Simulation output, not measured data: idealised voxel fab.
Presented below is a process module, voxel wiring stack.
The width of the displayed cross-section, cut, is 235 nm; its cells are square, with a size of 5 nm.
If you're reading a cross-section in this doc, picture square cells in a grid; it comes to you as bands, top ones listed first down to the bottom, and a band can be one or more rows of cells.
A band entry consists of two parts. The first gives the height of the band's top and the height of its bottom, in nm. The rest lists the band's materials from left to right, each with its width in nm. A single material labelled with the word "edge to edge" fills the band from edge to edge, and the word "air" marks empty space.
Beneath 0, the wafer as received is one material, and that level is where height counting begins. The lowest band goes on downward without a bottom; it is written like "z 0 and below".
A width given as "30 to 40" starts at the first number in the band's top row and ends at the second number in its bottom row, shifting by an equal amount at every step from row to row.
"nothing was modified" after a step means that no cell of the cross-section changed.
Listed in "Closed-off voids": every empty space of 8 or more cells without an open way to the top. Form: width x height at distance, the distance being from the left edge, all in nm.
Note: text after step settings on the step line = simulator remark on that step.
Steps that use a mask can have "overlay nm" on their line. It says how far the mask sat to the right of where it was meant to be. Negative means to the left.

-- Here's what the planned process steps look like
1: RECEIVE [material Si]
2: CONFORMAL_DEP [material SiO2] [thk nm 10]
3: DIRECTIONAL_DEP [material TiN] [thk nm 5]
4: DIRECTIONAL_DEP [material W] [thk nm 15]
5: MASKED_ETCH [tone cover] [mask id METAL_1] [width nm 20] [pitch nm 50] [etch materials W] [depth nm 15] [overlay nm 0]
6: MASKED_ETCH [tone cover] [mask id METAL_1] [width nm 20] [pitch nm 50] [etch materials TiN] [depth nm 5] [overlay nm 0]
7: FILL_DEP [material SiO2] [thk nm 10]
8: CMP [height nm 30]
9: CONFORMAL_DEP [material SiCN] [thk nm 5]
10: DIRECTIONAL_DEP [material lowk] [thk nm 25]
11: MASKED_ETCH [tone open] [mask id METAL_2] [width nm 20] [pitch nm 50] [etch materials lowk] [depth nm 15] [overlay nm 0]
12: PATTERN [tone open] [mask id METAL_2_HOLES] [material resist] [width nm 15] [pitch nm 50] [thk nm 15] [overlay nm 0]
13: DIRECTIONAL_ETCH [etch materials lowk] [depth nm 10]
14: DIRECTIONAL_ETCH [etch materials SiCN] [depth nm 5]
15: STRIP [etch materials resist]
16: CONFORMAL_DEP [material TiN] [thk nm 5]
17: FILL_DEP [material Ru] [thk nm 5]
18: CMP [height nm 60]
19: CONFORMAL_DEP [material SiCN] [thk nm 5]
20: DIRECTIONAL_DEP [material SiO2] [thk nm 20]
21: MASKED_ETCH [tone open] [mask id PLUG_2] [width nm 15] [pitch nm 100] [etch materials SiO2] [depth nm 20] [overlay nm 0]
22: MASKED_ETCH [tone open] [mask id PLUG_2] [width nm 15] [pitch nm 100] [etch materials SiCN] [depth nm 5] [overlay nm 0]
23: CONFORMAL_DEP [material TiN] [thk nm 5]
24: FILL_DEP [material Cu] [thk nm 5]
25: CMP [height nm 85]
26: CONFORMAL_DEP [material SiN] [thk nm 5]
27: DIRECTIONAL_DEP [material lowk] [thk nm 20]
28: DIRECTIONAL_DEP [material aC] [thk nm 10]
29: PATTERN [tone open] [mask id METAL_3] [material resist] [width nm 20] [pitch nm 50] [thk nm 30] [overlay nm 0]
30: DIRECTIONAL_ETCH [etch materials aC] [depth nm 10]
31: STRIP [etch materials resist]
32: DIRECTIONAL_ETCH [etch materials lowk] [depth nm 20]
33: DIRECTIONAL_ETCH [etch materials SiN] [depth nm 5]
34: STRIP [etch materials aC]
35: CONFORMAL_DEP [material TiN] [thk nm 5]
36: FILL_DEP [material Cu] [thk nm 5]
37: CMP [height nm 110]
38: EPI [material Ru] [thk nm 5]
39: FILL_DEP [material SiCN] [thk nm 5]

-- So, the first of our two wafers, run just as we planned it

-- Received-state cross-section, reflecting completion of step 1
	z 0 and below = Si edge to edge
	Closed-off voids: none

-- Cross-section through the wafer, step 2 finished
	z 10 to 0 = SiO2 edge to edge
	No changes below 0.

-- Cross-section through the wafer, step 3 finished
	z 15 to 10 = TiN edge to edge
	No changes below 10.

-- Cross-section through the wafer, step 4 finished
	z 30 to 15 = W edge to edge
	No changes below 15.

-- Cross-section through the wafer, step 5 finished
	z 30 to 15 = 30 nm air / 20 nm W / 30 nm air / 20 nm W / 30 nm air / 20 nm W / 30 nm air / 20 nm W / 35 nm air
	No changes below 15.

-- Cross-section through the wafer, step 6 finished
	z 30 to 15 = 30 nm air / 20 nm W / 30 nm air / 20 nm W / 30 nm air / 20 nm W / 30 nm air / 20 nm W / 35 nm air
	z 15 to 10 = 30 nm air / 20 nm TiN / 30 nm air / 20 nm TiN / 30 nm air / 20 nm TiN / 30 nm air / 20 nm TiN / 35 nm air
	No changes below 10.

-- Cross-section through the wafer, step 7 finished
	z 40 to 30 = SiO2 edge to edge
	z 30 to 15 = 30 nm SiO2 / 20 nm W / 30 nm SiO2 / 20 nm W / 30 nm SiO2 / 20 nm W / 30 nm SiO2 / 20 nm W / 35 nm SiO2
	z 15 to 10 = 30 nm SiO2 / 20 nm TiN / 30 nm SiO2 / 20 nm TiN / 30 nm SiO2 / 20 nm TiN / 30 nm SiO2 / 20 nm TiN / 35 nm SiO2
	No changes below 10.

-- Cross-section through the wafer, step 8 finished
	z 30 to 15 = 30 nm SiO2 / 20 nm W / 30 nm SiO2 / 20 nm W / 30 nm SiO2 / 20 nm W / 30 nm SiO2 / 20 nm W / 35 nm SiO2
	No changes below 15.

-- Cross-section through the wafer, step 9 finished
	z 35 to 30 = SiCN edge to edge
	No changes below 30.

-- Cross-section through the wafer, step 10 finished
	z 60 to 35 = lowk edge to edge
	No changes below 35.

-- Cross-section through the wafer, step 11 finished
	z 60 to 45 = 30 nm lowk / 20 nm air / 30 nm lowk / 20 nm air / 30 nm lowk / 20 nm air / 30 nm lowk / 20 nm air / 35 nm lowk
	No changes below 45.

-- Cross-section through the wafer, step 12 finished
	z 75 to 60 = 30 nm resist / 15 nm air / 35 nm resist / 15 nm air / 35 nm resist / 15 nm air / 35 nm resist / 15 nm air / 40 nm resist
	z 60 to 45 = 30 nm lowk / 15 nm air / 5 nm resist / 30 nm lowk / 15 nm air / 5 nm resist / 30 nm lowk / 15 nm air / 5 nm resist / 30 nm lowk / 15 nm air / 5 nm resist / 35 nm lowk
	No changes below 45.

-- Cross-section through the wafer, step 13 finished
	z 75 to 60 = 30 nm resist / 15 nm air / 35 nm resist / 15 nm air / 35 nm resist / 15 nm air / 35 nm resist / 15 nm air / 40 nm resist
	z 60 to 45 = 30 nm lowk / 15 nm air / 5 nm resist / 30 nm lowk / 15 nm air / 5 nm resist / 30 nm lowk / 15 nm air / 5 nm resist / 30 nm lowk / 15 nm air / 5 nm resist / 35 nm lowk
	z 45 to 35 = 30 nm lowk / 15 nm air / 35 nm lowk / 15 nm air / 35 nm lowk / 15 nm air / 35 nm lowk / 15 nm air / 40 nm lowk
	No changes below 35.

-- Cross-section through the wafer, step 14 finished
	z 75 to 60 = 30 nm resist / 15 nm air / 35 nm resist / 15 nm air / 35 nm resist / 15 nm air / 35 nm resist / 15 nm air / 40 nm resist
	z 60 to 45 = 30 nm lowk / 15 nm air / 5 nm resist / 30 nm lowk / 15 nm air / 5 nm resist / 30 nm lowk / 15 nm air / 5 nm resist / 30 nm lowk / 15 nm air / 5 nm resist / 35 nm lowk
	z 45 to 35 = 30 nm lowk / 15 nm air / 35 nm lowk / 15 nm air / 35 nm lowk / 15 nm air / 35 nm lowk / 15 nm air / 40 nm lowk
	z 35 to 30 = 30 nm SiCN / 15 nm air / 35 nm SiCN / 15 nm air / 35 nm SiCN / 15 nm air / 35 nm SiCN / 15 nm air / 40 nm SiCN
	No changes below 30.

-- Cross-section through the wafer, step 15 finished
	z 60 to 45 = 30 nm lowk / 20 nm air / 30 nm lowk / 20 nm air / 30 nm lowk / 20 nm air / 30 nm lowk / 20 nm air / 35 nm lowk
	No changes below 45.

-- Cross-section through the wafer, step 16 finished
	z 65 to 60 = 35 nm TiN / 10 nm air / 40 nm TiN / 10 nm air / 40 nm TiN / 10 nm air / 40 nm TiN / 10 nm air / 40 nm TiN
	z 60 to 50 = 30 nm lowk / 5 nm TiN / 10 nm air / 5 nm TiN / 30 nm lowk / 5 nm TiN / 10 nm air / 5 nm TiN / 30 nm lowk / 5 nm TiN / 10 nm air / 5 nm TiN / 30 nm lowk / 5 nm TiN / 10 nm air / 5 nm TiN / 35 nm lowk
	z 50 to 45 = 30 nm lowk / 5 nm TiN / 5 nm air / 10 nm TiN / 30 nm lowk / 5 nm TiN / 5 nm air / 10 nm TiN / 30 nm lowk / 5 nm TiN / 5 nm air / 10 nm TiN / 30 nm lowk / 5 nm TiN / 5 nm air / 10 nm TiN / 35 nm lowk
	z 45 to 35 = 30 nm lowk / 5 nm TiN / 5 nm air / 5 nm TiN / 35 nm lowk / 5 nm TiN / 5 nm air / 5 nm TiN / 35 nm lowk / 5 nm TiN / 5 nm air / 5 nm TiN / 35 nm lowk / 5 nm TiN / 5 nm air / 5 nm TiN / 40 nm lowk
	z 35 to 30 = 30 nm SiCN / 15 nm TiN / 35 nm SiCN / 15 nm TiN / 35 nm SiCN / 15 nm TiN / 35 nm SiCN / 15 nm TiN / 40 nm SiCN
	No changes below 30.

-- Cross-section through the wafer, step 17 finished
	z 70 to 65 = Ru edge to edge
	z 65 to 60 = 35 nm TiN / 10 nm Ru / 40 nm TiN / 10 nm Ru / 40 nm TiN / 10 nm Ru / 40 nm TiN / 10 nm Ru / 40 nm TiN
	z 60 to 50 = 30 nm lowk / 5 nm TiN / 10 nm Ru / 5 nm TiN / 30 nm lowk / 5 nm TiN / 10 nm Ru / 5 nm TiN / 30 nm lowk / 5 nm TiN / 10 nm Ru / 5 nm TiN / 30 nm lowk / 5 nm TiN / 10 nm Ru / 5 nm TiN / 35 nm lowk
	z 50 to 45 = 30 nm lowk / 5 nm TiN / 5 nm Ru / 10 nm TiN / 30 nm lowk / 5 nm TiN / 5 nm Ru / 10 nm TiN / 30 nm lowk / 5 nm TiN / 5 nm Ru / 10 nm TiN / 30 nm lowk / 5 nm TiN / 5 nm Ru / 10 nm TiN / 35 nm lowk
	z 45 to 35 = 30 nm lowk / 5 nm TiN / 5 nm Ru / 5 nm TiN / 35 nm lowk / 5 nm TiN / 5 nm Ru / 5 nm TiN / 35 nm lowk / 5 nm TiN / 5 nm Ru / 5 nm TiN / 35 nm lowk / 5 nm TiN / 5 nm Ru / 5 nm TiN / 40 nm lowk
	No changes below 35.

-- Cross-section through the wafer, step 18 finished
	z 60 to 50 = 30 nm lowk / 5 nm TiN / 10 nm Ru / 5 nm TiN / 30 nm lowk / 5 nm TiN / 10 nm Ru / 5 nm TiN / 30 nm lowk / 5 nm TiN / 10 nm Ru / 5 nm TiN / 30 nm lowk / 5 nm TiN / 10 nm Ru / 5 nm TiN / 35 nm lowk
	No changes below 50.

-- Cross-section through the wafer, step 19 finished
	z 65 to 60 = SiCN edge to edge
	No changes below 60.

-- Cross-section through the wafer, step 20 finished
	z 85 to 65 = SiO2 edge to edge
	No changes below 65.

-- Cross-section through the wafer, step 21 finished
	z 85 to 65 = 30 nm SiO2 / 15 nm air / 85 nm SiO2 / 15 nm air / 90 nm SiO2
	No changes below 65.

-- Cross-section through the wafer, step 22 finished
	z 85 to 65 = 30 nm SiO2 / 15 nm air / 85 nm SiO2 / 15 nm air / 90 nm SiO2
	z 65 to 60 = 30 nm SiCN / 15 nm air / 85 nm SiCN / 15 nm air / 90 nm SiCN
	No changes below 60.

-- Cross-section through the wafer, step 23 finished
	z 90 to 85 = 35 nm TiN / 5 nm air / 95 nm TiN / 5 nm air / 95 nm TiN
	z 85 to 65 = 30 nm SiO2 / 5 nm TiN / 5 nm air / 5 nm TiN / 85 nm SiO2 / 5 nm TiN / 5 nm air / 5 nm TiN / 90 nm SiO2
	z 65 to 60 = 30 nm SiCN / 15 nm TiN / 85 nm SiCN / 15 nm TiN / 90 nm SiCN
	No changes below 60.

-- Cross-section through the wafer, step 24 finished
	z 95 to 90 = Cu edge to edge
	z 90 to 85 = 35 nm TiN / 5 nm Cu / 95 nm TiN / 5 nm Cu / 95 nm TiN
	z 85 to 65 = 30 nm SiO2 / 5 nm TiN / 5 nm Cu / 5 nm TiN / 85 nm SiO2 / 5 nm TiN / 5 nm Cu / 5 nm TiN / 90 nm SiO2
	No changes below 65.

-- Cross-section through the wafer, step 25 finished
	z 85 to 65 = 30 nm SiO2 / 5 nm TiN / 5 nm Cu / 5 nm TiN / 85 nm SiO2 / 5 nm TiN / 5 nm Cu / 5 nm TiN / 90 nm SiO2
	No changes below 65.

-- Cross-section through the wafer, step 26 finished
	z 90 to 85 = SiN edge to edge
	No changes below 85.

-- Cross-section through the wafer, step 27 finished
	z 110 to 90 = lowk edge to edge
	No changes below 90.

-- Cross-section through the wafer, step 28 finished
	z 120 to 110 = aC edge to edge
	No changes below 110.

-- Cross-section through the wafer, step 29 finished
	z 150 to 120 = 30 nm resist / 20 nm air / 30 nm resist / 20 nm air / 30 nm resist / 20 nm air / 30 nm resist / 20 nm air / 35 nm resist
	No changes below 120.

-- Cross-section through the wafer, step 30 finished
	z 140 to 120 = 30 nm resist / 20 nm air / 30 nm resist / 20 nm air / 30 nm resist / 20 nm air / 30 nm resist / 20 nm air / 35 nm resist
	z 120 to 110 = 30 nm aC / 20 nm air / 30 nm aC / 20 nm air / 30 nm aC / 20 nm air / 30 nm aC / 20 nm air / 35 nm aC
	No changes below 110.

-- Cross-section through the wafer, step 31 finished
	z 120 to 110 = 30 nm aC / 20 nm air / 30 nm aC / 20 nm air / 30 nm aC / 20 nm air / 30 nm aC / 20 nm air / 35 nm aC
	No changes below 110.

-- Cross-section through the wafer, step 32 finished
	z 120 to 110 = 30 nm aC / 20 nm air / 30 nm aC / 20 nm air / 30 nm aC / 20 nm air / 30 nm aC / 20 nm air / 35 nm aC
	z 110 to 90 = 30 nm lowk / 20 nm air / 30 nm lowk / 20 nm air / 30 nm lowk / 20 nm air / 30 nm lowk / 20 nm air / 35 nm lowk
	No changes below 90.

-- Cross-section through the wafer, step 33 finished
	z 120 to 110 = 30 nm aC / 20 nm air / 30 nm aC / 20 nm air / 30 nm aC / 20 nm air / 30 nm aC / 20 nm air / 35 nm aC
	z 110 to 90 = 30 nm lowk / 20 nm air / 30 nm lowk / 20 nm air / 30 nm lowk / 20 nm air / 30 nm lowk / 20 nm air / 35 nm lowk
	z 90 to 85 = 30 nm SiN / 20 nm air / 30 nm SiN / 20 nm air / 30 nm SiN / 20 nm air / 30 nm SiN / 20 nm air / 35 nm SiN
	No changes below 85.

-- Cross-section through the wafer, step 34 finished
	z 110 to 90 = 30 nm lowk / 20 nm air / 30 nm lowk / 20 nm air / 30 nm lowk / 20 nm air / 30 nm lowk / 20 nm air / 35 nm lowk
	No changes below 90.

-- Cross-section through the wafer, step 35 finished
	z 115 to 110 = 35 nm TiN / 10 nm air / 40 nm TiN / 10 nm air / 40 nm TiN / 10 nm air / 40 nm TiN / 10 nm air / 40 nm TiN
	z 110 to 90 = 30 nm lowk / 5 nm TiN / 10 nm air / 5 nm TiN / 30 nm lowk / 5 nm TiN / 10 nm air / 5 nm TiN / 30 nm lowk / 5 nm TiN / 10 nm air / 5 nm TiN / 30 nm lowk / 5 nm TiN / 10 nm air / 5 nm TiN / 35 nm lowk
	z 90 to 85 = 30 nm SiN / 20 nm TiN / 30 nm SiN / 20 nm TiN / 30 nm SiN / 20 nm TiN / 30 nm SiN / 20 nm TiN / 35 nm SiN
	No changes below 85.

-- Cross-section through the wafer, step 36 finished
	z 120 to 115 = Cu edge to edge
	z 115 to 110 = 35 nm TiN / 10 nm Cu / 40 nm TiN / 10 nm Cu / 40 nm TiN / 10 nm Cu / 40 nm TiN / 10 nm Cu / 40 nm TiN
	z 110 to 90 = 30 nm lowk / 5 nm TiN / 10 nm Cu / 5 nm TiN / 30 nm lowk / 5 nm TiN / 10 nm Cu / 5 nm TiN / 30 nm lowk / 5 nm TiN / 10 nm Cu / 5 nm TiN / 30 nm lowk / 5 nm TiN / 10 nm Cu / 5 nm TiN / 35 nm lowk
	No changes below 90.

-- Cross-section through the wafer, step 37 finished
	z 110 to 90 = 30 nm lowk / 5 nm TiN / 10 nm Cu / 5 nm TiN / 30 nm lowk / 5 nm TiN / 10 nm Cu / 5 nm TiN / 30 nm lowk / 5 nm TiN / 10 nm Cu / 5 nm TiN / 30 nm lowk / 5 nm TiN / 10 nm Cu / 5 nm TiN / 35 nm lowk
	No changes below 90.

-- Cross-section through the wafer, step 38 finished
	z 115 to 110 = 25 nm air / 30 nm Ru / 20 nm air / 30 nm Ru / 20 nm air / 30 nm Ru / 20 nm air / 30 nm Ru / 30 nm air
	No changes below 110.

-- Cross-section through the wafer, step 39 finished
	z 120 to 115 = SiCN edge to edge
	z 115 to 110 = 25 nm SiCN / 30 nm Ru / 20 nm SiCN / 30 nm Ru / 20 nm SiCN / 30 nm Ru / 20 nm SiCN / 30 nm Ru / 30 nm SiCN
	No changes below 110.

-- Wafer two of the pair: same origin, same plan, one error during the run; identical to wafer one up to and including step 9

-- Second wafer, section view, time point: scheduled end of step 10
	z 85 to 35 = lowk edge to edge
	No changes below 35.

-- Second wafer, section view, time point: scheduled end of step 11
	z 85 to 70 = 30 nm lowk / 20 nm air / 30 nm lowk / 20 nm air / 30 nm lowk / 20 nm air / 30 nm lowk / 20 nm air / 35 nm lowk
	No changes below 70.

-- Second wafer, section view, time point: scheduled end of step 12
	z 100 to 85 = 30 nm resist / 15 nm air / 35 nm resist / 15 nm air / 35 nm resist / 15 nm air / 35 nm resist / 15 nm air / 40 nm resist
	z 85 to 70 = 30 nm lowk / 15 nm air / 5 nm resist / 30 nm lowk / 15 nm air / 5 nm resist / 30 nm lowk / 15 nm air / 5 nm resist / 30 nm lowk / 15 nm air / 5 nm resist / 35 nm lowk
	No changes below 70.

-- Second wafer, section view, time point: scheduled end of step 13
	z 100 to 85 = 30 nm resist / 15 nm air / 35 nm resist / 15 nm air / 35 nm resist / 15 nm air / 35 nm resist / 15 nm air / 40 nm resist
	z 85 to 70 = 30 nm lowk / 15 nm air / 5 nm resist / 30 nm lowk / 15 nm air / 5 nm resist / 30 nm lowk / 15 nm air / 5 nm resist / 30 nm lowk / 15 nm air / 5 nm resist / 35 nm lowk
	z 70 to 60 = 30 nm lowk / 15 nm air / 35 nm lowk / 15 nm air / 35 nm lowk / 15 nm air / 35 nm lowk / 15 nm air / 40 nm lowk
	No changes below 60.

Second wafer, section view, time point: scheduled end of step 14: nothing was modified

-- Second wafer, section view, time point: scheduled end of step 15
	z 85 to 70 = 30 nm lowk / 20 nm air / 30 nm lowk / 20 nm air / 30 nm lowk / 20 nm air / 30 nm lowk / 20 nm air / 35 nm lowk
	No changes below 70.

-- Second wafer, section view, time point: scheduled end of step 16
	z 90 to 85 = 35 nm TiN / 10 nm air / 40 nm TiN / 10 nm air / 40 nm TiN / 10 nm air / 40 nm TiN / 10 nm air / 40 nm TiN
	z 85 to 75 = 30 nm lowk / 5 nm TiN / 10 nm air / 5 nm TiN / 30 nm lowk / 5 nm TiN / 10 nm air / 5 nm TiN / 30 nm lowk / 5 nm TiN / 10 nm air / 5 nm TiN / 30 nm lowk / 5 nm TiN / 10 nm air / 5 nm TiN / 35 nm lowk
	z 75 to 65 = 30 nm lowk / 5 nm TiN / 5 nm air / 10 to 5 nm TiN / 30 to 35 nm lowk / 5 nm TiN / 5 nm air / 10 to 5 nm TiN / 30 to 35 nm lowk / 5 nm TiN / 5 nm air / 10 to 5 nm TiN / 30 to 35 nm lowk / 5 nm TiN / 5 nm air / 10 to 5 nm TiN / 35 to 40 nm lowk
	z 65 to 60 = 30 nm lowk / 15 nm TiN / 35 nm lowk / 15 nm TiN / 35 nm lowk / 15 nm TiN / 35 nm lowk / 15 nm TiN / 40 nm lowk
	No changes below 60.

-- Second wafer, section view, time point: scheduled end of step 17
	z 95 to 90 = Ru edge to edge
	z 90 to 85 = 35 nm TiN / 10 nm Ru / 40 nm TiN / 10 nm Ru / 40 nm TiN / 10 nm Ru / 40 nm TiN / 10 nm Ru / 40 nm TiN
	z 85 to 75 = 30 nm lowk / 5 nm TiN / 10 nm Ru / 5 nm TiN / 30 nm lowk / 5 nm TiN / 10 nm Ru / 5 nm TiN / 30 nm lowk / 5 nm TiN / 10 nm Ru / 5 nm TiN / 30 nm lowk / 5 nm TiN / 10 nm Ru / 5 nm TiN / 35 nm lowk
	z 75 to 65 = 30 nm lowk / 5 nm TiN / 5 nm Ru / 10 to 5 nm TiN / 30 to 35 nm lowk / 5 nm TiN / 5 nm Ru / 10 to 5 nm TiN / 30 to 35 nm lowk / 5 nm TiN / 5 nm Ru / 10 to 5 nm TiN / 30 to 35 nm lowk / 5 nm TiN / 5 nm Ru / 10 to 5 nm TiN / 35 to 40 nm lowk
	No changes below 65.

-- Second wafer, section view, time point: scheduled end of step 18
	z 60 to 35 = lowk edge to edge
	No changes below 35.

-- Second wafer, section view, time point: scheduled end of step 19
	z 65 to 60 = SiCN edge to edge
	No changes below 60.

-- Second wafer, section view, time point: scheduled end of step 20
	z 85 to 65 = SiO2 edge to edge
	No changes below 65.

-- Second wafer, section view, time point: scheduled end of step 21
	z 85 to 65 = 30 nm SiO2 / 15 nm air / 85 nm SiO2 / 15 nm air / 90 nm SiO2
	No changes below 65.

-- Second wafer, section view, time point: scheduled end of step 22
	z 85 to 65 = 30 nm SiO2 / 15 nm air / 85 nm SiO2 / 15 nm air / 90 nm SiO2
	z 65 to 60 = 30 nm SiCN / 15 nm air / 85 nm SiCN / 15 nm air / 90 nm SiCN
	No changes below 60.

-- Second wafer, section view, time point: scheduled end of step 23
	z 90 to 85 = 35 nm TiN / 5 nm air / 95 nm TiN / 5 nm air / 95 nm TiN
	z 85 to 65 = 30 nm SiO2 / 5 nm TiN / 5 nm air / 5 nm TiN / 85 nm SiO2 / 5 nm TiN / 5 nm air / 5 nm TiN / 90 nm SiO2
	z 65 to 60 = 30 nm SiCN / 15 nm TiN / 85 nm SiCN / 15 nm TiN / 90 nm SiCN
	No changes below 60.

-- Second wafer, section view, time point: scheduled end of step 24
	z 95 to 90 = Cu edge to edge
	z 90 to 85 = 35 nm TiN / 5 nm Cu / 95 nm TiN / 5 nm Cu / 95 nm TiN
	z 85 to 65 = 30 nm SiO2 / 5 nm TiN / 5 nm Cu / 5 nm TiN / 85 nm SiO2 / 5 nm TiN / 5 nm Cu / 5 nm TiN / 90 nm SiO2
	No changes below 65.

-- Second wafer, section view, time point: scheduled end of step 25
	z 85 to 65 = 30 nm SiO2 / 5 nm TiN / 5 nm Cu / 5 nm TiN / 85 nm SiO2 / 5 nm TiN / 5 nm Cu / 5 nm TiN / 90 nm SiO2
	No changes below 65.

-- Second wafer, section view, time point: scheduled end of step 26
	z 90 to 85 = SiN edge to edge
	No changes below 85.

-- Second wafer, section view, time point: scheduled end of step 27
	z 110 to 90 = lowk edge to edge
	No changes below 90.

-- Second wafer, section view, time point: scheduled end of step 28
	z 120 to 110 = aC edge to edge
	No changes below 110.

-- Second wafer, section view, time point: scheduled end of step 29
	z 150 to 120 = 30 nm resist / 20 nm air / 30 nm resist / 20 nm air / 30 nm resist / 20 nm air / 30 nm resist / 20 nm air / 35 nm resist
	No changes below 120.

-- Second wafer, section view, time point: scheduled end of step 30
	z 140 to 120 = 30 nm resist / 20 nm air / 30 nm resist / 20 nm air / 30 nm resist / 20 nm air / 30 nm resist / 20 nm air / 35 nm resist
	z 120 to 110 = 30 nm aC / 20 nm air / 30 nm aC / 20 nm air / 30 nm aC / 20 nm air / 30 nm aC / 20 nm air / 35 nm aC
	No changes below 110.

-- Second wafer, section view, time point: scheduled end of step 31
	z 120 to 110 = 30 nm aC / 20 nm air / 30 nm aC / 20 nm air / 30 nm aC / 20 nm air / 30 nm aC / 20 nm air / 35 nm aC
	No changes below 110.

-- Second wafer, section view, time point: scheduled end of step 32
	z 120 to 110 = 30 nm aC / 20 nm air / 30 nm aC / 20 nm air / 30 nm aC / 20 nm air / 30 nm aC / 20 nm air / 35 nm aC
	z 110 to 90 = 30 nm lowk / 20 nm air / 30 nm lowk / 20 nm air / 30 nm lowk / 20 nm air / 30 nm lowk / 20 nm air / 35 nm lowk
	No changes below 90.

-- Second wafer, section view, time point: scheduled end of step 33
	z 120 to 110 = 30 nm aC / 20 nm air / 30 nm aC / 20 nm air / 30 nm aC / 20 nm air / 30 nm aC / 20 nm air / 35 nm aC
	z 110 to 90 = 30 nm lowk / 20 nm air / 30 nm lowk / 20 nm air / 30 nm lowk / 20 nm air / 30 nm lowk / 20 nm air / 35 nm lowk
	z 90 to 85 = 30 nm SiN / 20 nm air / 30 nm SiN / 20 nm air / 30 nm SiN / 20 nm air / 30 nm SiN / 20 nm air / 35 nm SiN
	No changes below 85.

-- Second wafer, section view, time point: scheduled end of step 34
	z 110 to 90 = 30 nm lowk / 20 nm air / 30 nm lowk / 20 nm air / 30 nm lowk / 20 nm air / 30 nm lowk / 20 nm air / 35 nm lowk
	No changes below 90.

-- Second wafer, section view, time point: scheduled end of step 35
	z 115 to 110 = 35 nm TiN / 10 nm air / 40 nm TiN / 10 nm air / 40 nm TiN / 10 nm air / 40 nm TiN / 10 nm air / 40 nm TiN
	z 110 to 90 = 30 nm lowk / 5 nm TiN / 10 nm air / 5 nm TiN / 30 nm lowk / 5 nm TiN / 10 nm air / 5 nm TiN / 30 nm lowk / 5 nm TiN / 10 nm air / 5 nm TiN / 30 nm lowk / 5 nm TiN / 10 nm air / 5 nm TiN / 35 nm lowk
	z 90 to 85 = 30 nm SiN / 20 nm TiN / 30 nm SiN / 20 nm TiN / 30 nm SiN / 20 nm TiN / 30 nm SiN / 20 nm TiN / 35 nm SiN
	No changes below 85.

-- Second wafer, section view, time point: scheduled end of step 36
	z 120 to 115 = Cu edge to edge
	z 115 to 110 = 35 nm TiN / 10 nm Cu / 40 nm TiN / 10 nm Cu / 40 nm TiN / 10 nm Cu / 40 nm TiN / 10 nm Cu / 40 nm TiN
	z 110 to 90 = 30 nm lowk / 5 nm TiN / 10 nm Cu / 5 nm TiN / 30 nm lowk / 5 nm TiN / 10 nm Cu / 5 nm TiN / 30 nm lowk / 5 nm TiN / 10 nm Cu / 5 nm TiN / 30 nm lowk / 5 nm TiN / 10 nm Cu / 5 nm TiN / 35 nm lowk
	No changes below 90.

-- Second wafer, section view, time point: scheduled end of step 37
	z 110 to 90 = 30 nm lowk / 5 nm TiN / 10 nm Cu / 5 nm TiN / 30 nm lowk / 5 nm TiN / 10 nm Cu / 5 nm TiN / 30 nm lowk / 5 nm TiN / 10 nm Cu / 5 nm TiN / 30 nm lowk / 5 nm TiN / 10 nm Cu / 5 nm TiN / 35 nm lowk
	No changes below 90.

-- Second wafer, section view, time point: scheduled end of step 38
	z 115 to 110 = 25 nm air / 30 nm Ru / 20 nm air / 30 nm Ru / 20 nm air / 30 nm Ru / 20 nm air / 30 nm Ru / 30 nm air
	No changes below 110.

-- Second wafer, section view, time point: scheduled end of step 39
	z 120 to 115 = SiCN edge to edge
	z 115 to 110 = 25 nm SiCN / 30 nm Ru / 20 nm SiCN / 30 nm Ru / 20 nm SiCN / 30 nm Ru / 20 nm SiCN / 30 nm Ru / 30 nm SiCN
	No changes below 110.
Which mistake was made when the wafer was run? the plan's step 10 ran twice
Final comparison by cell count, materials where the second wafer has more or fewer than the first: Ru -28; SiCN +12; TiN -56; lowk +72
